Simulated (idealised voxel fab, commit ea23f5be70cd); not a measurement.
The name of this process module is voxel self aligned vias.
Cross-sectional view cut (width: 225 nm; square cell size: 5 nm).
Format of a cross-section: grid, square cells. Given as bands. Order: top down. Band: one or more rows of cells.
Heights first: top, then bottom, in nm. Then materials, left to right, each with a width in nm. "all across" on a single material: fills the band edge to edge. "blank": empty space.
Note: height 0 marks the level under which the wafer is uniformly one material as received. Lowest band unbounded below, written "from 0 down".
When a width is written as two numbers, as in "30 to 40", the first number is the width in the top row of cells of the band and the second is the width in its bottom row, and the width changes by the same amount from each row to the next.
Step marked "no alteration"? Then no cell in the cross-section changed in it.
Empty spaces without an open route to the top, at least 8 cells in extent, make up the entry "Unvented cavities"; each is given as width x height at distance, where the distance is measured from the left edge, and all are in nm.
Post-settings text on a step line: simulator's own remark regarding the step.
"overlay nm" on a masked step: distance the mask lay right of its planned place, negative for left.

Process steps (planned):
| 1 | RECEIVE [material Si] |
| 2 | CONFORMAL_DEP [material SiO2] [thk nm 10] |
| 3 | CONFORMAL_DEP [material SiCN] [thk nm 5] |
| 4 | DIRECTIONAL_DEP [material SiO2] [thk nm 20] |
| 5 | PATTERN [tone open] [mask id LINES] [material resist] [width nm 30] [pitch nm 65] [thk nm 15] [overlay nm 0] |
| 6 | DIRECTIONAL_ETCH [etch materials SiO2] [depth nm 20] |
| 7 | STRIP [etch materials resist] |
| 8 | CONFORMAL_DEP [material TiN] [thk nm 5] |
| 9 | FILL_DEP [material Ru] [thk nm 10] |
| 10 | CMP [height nm 35] |
| 11 | SELECTIVE_ETCH [etch materials W Ru TiN] [depth nm 5] |
| 12 | FILL_DEP [material SiN] [thk nm 5] |
| 13 | CMP [height nm 35] |
| 14 | DIRECTIONAL_DEP [material SiO2] [thk nm 15] |
| 15 | PATTERN [tone open] [mask id VIAS] [material resist] [width nm 40] [pitch nm 65] [thk nm 15] [overlay nm 0] |
| 16 | DIRECTIONAL_ETCH [etch materials SiO2] [depth nm 15] |
| 17 | DIRECTIONAL_ETCH [etch materials SiN] [depth nm 5] |
| 18 | STRIP [etch materials resist] |
| 19 | CONFORMAL_DEP [material TiN] [thk nm 5] |
| 20 | FILL_DEP [material Cu] [thk nm 5] |
| 21 | CMP [height nm 50] |
| 22 | CONFORMAL_DEP [material SiCN] [thk nm 5] |

Concerning the first of two wafers, which was run in accordance with the plan:

So this is the incoming wafer in cross-section - it's already been through step 1:
* from 0 down: Si all across
* Unvented cavities: none

The following cross-section depicts the wafer upon completion of step 2:
* from 10 to 0: SiO2 all across
* Everything below 0 is unchanged.

The following cross-section depicts the wafer upon completion of step 3:
* from 15 to 10: SiCN all across
* Everything below 10 is unchanged.

The following cross-section depicts the wafer upon completion of step 4:
* from 35 to 15: SiO2 all across
* Everything below 15 is unchanged.

The following cross-section depicts the wafer upon completion of step 5:
* from 50 to 35: 30 resist / 30 blank / 35 resist / 30 blank / 35 resist / 30 blank / 35 resist
* Everything below 35 is unchanged.

The following cross-section depicts the wafer upon completion of step 6:
* from 50 to 35: 30 resist / 30 blank / 35 resist / 30 blank / 35 resist / 30 blank / 35 resist
* from 35 to 15: 30 SiO2 / 30 blank / 35 SiO2 / 30 blank / 35 SiO2 / 30 blank / 35 SiO2
* Everything below 15 is unchanged.

The following cross-section depicts the wafer upon completion of step 7:
* from 35 to 15: 30 SiO2 / 30 blank / 35 SiO2 / 30 blank / 35 SiO2 / 30 blank / 35 SiO2
* Everything below 15 is unchanged.

The following cross-section depicts the wafer upon completion of step 8:
* from 40 to 35: 35 TiN / 20 blank / 45 TiN / 20 blank / 45 TiN / 20 blank / 40 TiN
* from 35 to 20: 30 SiO2 / 5 TiN / 20 blank / 5 TiN / 35 SiO2 / 5 TiN / 20 blank / 5 TiN / 35 SiO2 / 5 TiN / 20 blank / 5 TiN / 35 SiO2
* from 20 to 15: 30 SiO2 / 30 TiN / 35 SiO2 / 30 TiN / 35 SiO2 / 30 TiN / 35 SiO2
* Everything below 15 is unchanged.

The following cross-section depicts the wafer upon completion of step 9:
* from 50 to 40: Ru all across
* from 40 to 35: 35 TiN / 20 Ru / 45 TiN / 20 Ru / 45 TiN / 20 Ru / 40 TiN
* from 35 to 20: 30 SiO2 / 5 TiN / 20 Ru / 5 TiN / 35 SiO2 / 5 TiN / 20 Ru / 5 TiN / 35 SiO2 / 5 TiN / 20 Ru / 5 TiN / 35 SiO2
* Everything below 20 is unchanged.

The following cross-section depicts the wafer upon completion of step 10:
* from 35 to 20: 30 SiO2 / 5 TiN / 20 Ru / 5 TiN / 35 SiO2 / 5 TiN / 20 Ru / 5 TiN / 35 SiO2 / 5 TiN / 20 Ru / 5 TiN / 35 SiO2
* Everything below 20 is unchanged.

The following cross-section depicts the wafer upon completion of step 11:
* from 35 to 30: 30 SiO2 / 30 blank / 35 SiO2 / 30 blank / 35 SiO2 / 30 blank / 35 SiO2
* Everything below 30 is unchanged.

The following cross-section depicts the wafer upon completion of step 12:
* from 40 to 35: SiN all across
* from 35 to 30: 30 SiO2 / 30 SiN / 35 SiO2 / 30 SiN / 35 SiO2 / 30 SiN / 35 SiO2
* Everything below 30 is unchanged.

The following cross-section depicts the wafer upon completion of step 13:
* from 35 to 30: 30 SiO2 / 30 SiN / 35 SiO2 / 30 SiN / 35 SiO2 / 30 SiN / 35 SiO2
* Everything below 30 is unchanged.

The following cross-section depicts the wafer upon completion of step 14:
* from 50 to 35: SiO2 all across
* Everything below 35 is unchanged.

The following cross-section depicts the wafer upon completion of step 15:
* from 65 to 50: 25 resist / 40 blank / 25 resist / 40 blank / 25 resist / 40 blank / 30 resist
* Everything below 50 is unchanged.

The following cross-section depicts the wafer upon completion of step 16:
* from 65 to 50: 25 resist / 40 blank / 25 resist / 40 blank / 25 resist / 40 blank / 30 resist
* from 50 to 35: 25 SiO2 / 40 blank / 25 SiO2 / 40 blank / 25 SiO2 / 40 blank / 30 SiO2
* Everything below 35 is unchanged.

The following cross-section depicts the wafer upon completion of step 17:
* from 65 to 50: 25 resist / 40 blank / 25 resist / 40 blank / 25 resist / 40 blank / 30 resist
* from 50 to 35: 25 SiO2 / 40 blank / 25 SiO2 / 40 blank / 25 SiO2 / 40 blank / 30 SiO2
* from 35 to 30: 30 SiO2 / 30 blank / 35 SiO2 / 30 blank / 35 SiO2 / 30 blank / 35 SiO2
* Everything below 30 is unchanged.

The following cross-section depicts the wafer upon completion of step 18:
* from 50 to 35: 25 SiO2 / 40 blank / 25 SiO2 / 40 blank / 25 SiO2 / 40 blank / 30 SiO2
* Everything below 35 is unchanged.

The following cross-section depicts the wafer upon completion of step 19:
* from 55 to 50: 30 TiN / 30 blank / 35 TiN / 30 blank / 35 TiN / 30 blank / 35 TiN
* from 50 to 40: 25 SiO2 / 5 TiN / 30 blank / 5 TiN / 25 SiO2 / 5 TiN / 30 blank / 5 TiN / 25 SiO2 / 5 TiN / 30 blank / 5 TiN / 30 SiO2
* from 40 to 35: 25 SiO2 / 10 TiN / 20 blank / 10 TiN / 25 SiO2 / 10 TiN / 20 blank / 10 TiN / 25 SiO2 / 10 TiN / 20 blank / 10 TiN / 30 SiO2
* from 35 to 30: 30 SiO2 / 30 TiN / 35 SiO2 / 30 TiN / 35 SiO2 / 30 TiN / 35 SiO2
* Everything below 30 is unchanged.

The following cross-section depicts the wafer upon completion of step 20:
* from 60 to 55: Cu all across
* from 55 to 50: 30 TiN / 30 Cu / 35 TiN / 30 Cu / 35 TiN / 30 Cu / 35 TiN
* from 50 to 40: 25 SiO2 / 5 TiN / 30 Cu / 5 TiN / 25 SiO2 / 5 TiN / 30 Cu / 5 TiN / 25 SiO2 / 5 TiN / 30 Cu / 5 TiN / 30 SiO2
* from 40 to 35: 25 SiO2 / 10 TiN / 20 Cu / 10 TiN / 25 SiO2 / 10 TiN / 20 Cu / 10 TiN / 25 SiO2 / 10 TiN / 20 Cu / 10 TiN / 30 SiO2
* Everything below 35 is unchanged.

The following cross-section depicts the wafer upon completion of step 21:
* from 50 to 40: 25 SiO2 / 5 TiN / 30 Cu / 5 TiN / 25 SiO2 / 5 TiN / 30 Cu / 5 TiN / 25 SiO2 / 5 TiN / 30 Cu / 5 TiN / 30 SiO2
* Everything below 40 is unchanged.

The following cross-section depicts the wafer upon completion of step 22:
* from 55 to 50: SiCN all across
* Everything below 50 is unchanged.

Okay, second wafer. Nothing different at the start, nothing different in the plan, just one mistake somewhere in the running. As far as step 2, counting that step, it's the first wafer all over again:

Cross-section of the second wafer at the time by which step 3 should have been completed according to the plan:
* from 30 to 0: SiO2 all across
* Everything below 0 is unchanged.

Cross-section of the second wafer at the time by which step 4 should have been completed according to the plan:
* from 35 to 30: SiCN all across
* Everything below 30 is unchanged.

Cross-section of the second wafer at the time by which step 5 should have been completed according to the plan:
* from 50 to 35: 30 resist / 30 blank / 35 resist / 30 blank / 35 resist / 30 blank / 35 resist
* Everything below 35 is unchanged.

Cross-section of the second wafer at the time by which step 6 should have been completed according to the plan: no alteration

Cross-section of the second wafer at the time by which step 7 should have been completed according to the plan:
* from 35 to 30: SiCN all across
* Everything below 30 is unchanged.

Cross-section of the second wafer at the time by which step 8 should have been completed according to the plan:
* from 40 to 35: TiN all across
* Everything below 35 is unchanged.

Cross-section of the second wafer at the time by which step 9 should have been completed according to the plan:
* from 50 to 40: Ru all across
* Everything below 40 is unchanged.

Cross-section of the second wafer at the time by which step 10 should have been completed according to the plan:
* from 35 to 30: SiCN all across
* Everything below 30 is unchanged.

Cross-section of the second wafer at the time by which step 11 should have been completed according to the plan: no alteration

Cross-section of the second wafer at the time by which step 12 should have been completed according to the plan:
* from 40 to 35: SiN all across
* Everything below 35 is unchanged.

Cross-section of the second wafer at the time by which step 13 should have been completed according to the plan:
* from 35 to 30: SiCN all across
* Everything below 30 is unchanged.

Cross-section of the second wafer at the time by which step 14 should have been completed according to the plan:
* from 50 to 35: SiO2 all across
* Everything below 35 is unchanged.

Cross-section of the second wafer at the time by which step 15 should have been completed according to the plan:
* from 65 to 50: 25 resist / 40 blank / 25 resist / 40 blank / 25 resist / 40 blank / 30 resist
* Everything below 50 is unchanged.

Cross-section of the second wafer at the time by which step 16 should have been completed according to the plan:
* from 65 to 50: 25 resist / 40 blank / 25 resist / 40 blank / 25 resist / 40 blank / 30 resist
* from 50 to 35: 25 SiO2 / 40 blank / 25 SiO2 / 40 blank / 25 SiO2 / 40 blank / 30 SiO2
* Everything below 35 is unchanged.

Cross-section of the second wafer at the time by which step 17 should have been completed according to the plan: no alteration

Cross-section of the second wafer at the time by which step 18 should have been completed according to the plan:
* from 50 to 35: 25 SiO2 / 40 blank / 25 SiO2 / 40 blank / 25 SiO2 / 40 blank / 30 SiO2
* Everything below 35 is unchanged.

Cross-section of the second wafer at the time by which step 19 should have been completed according to the plan:
* from 55 to 50: 30 TiN / 30 blank / 35 TiN / 30 blank / 35 TiN / 30 blank / 35 TiN
* from 50 to 40: 25 SiO2 / 5 TiN / 30 blank / 5 TiN / 25 SiO2 / 5 TiN / 30 blank / 5 TiN / 25 SiO2 / 5 TiN / 30 blank / 5 TiN / 30 SiO2
* from 40 to 35: 25 SiO2 / 40 TiN / 25 SiO2 / 40 TiN / 25 SiO2 / 40 TiN / 30 SiO2
* Everything below 35 is unchanged.

Cross-section of the second wafer at the time by which step 20 should have been completed according to the plan:
* from 60 to 55: Cu all across
* from 55 to 50: 30 TiN / 30 Cu / 35 TiN / 30 Cu / 35 TiN / 30 Cu / 35 TiN
* from 50 to 40: 25 SiO2 / 5 TiN / 30 Cu / 5 TiN / 25 SiO2 / 5 TiN / 30 Cu / 5 TiN / 25 SiO2 / 5 TiN / 30 Cu / 5 TiN / 30 SiO2
* Everything below 40 is unchanged.

Cross-section of the second wafer at the time by which step 21 should have been completed according to the plan:
* from 50 to 40: 25 SiO2 / 5 TiN / 30 Cu / 5 TiN / 25 SiO2 / 5 TiN / 30 Cu / 5 TiN / 25 SiO2 / 5 TiN / 30 Cu / 5 TiN / 30 SiO2
* Everything below 40 is unchanged.

Cross-section of the second wafer at the time by which step 22 should have been completed according to the plan:
* from 55 to 50: SiCN all across
* Everything below 50 is unchanged.
The plan and the run diverged here: step 3 ran in the slot meant for step 4, and vice versa
Per the end-of-run cell counts, the second wafer holds more or fewer of some materials than the first: -12 Cu | -24 Ru | +72 SiO2 | -36 TiN
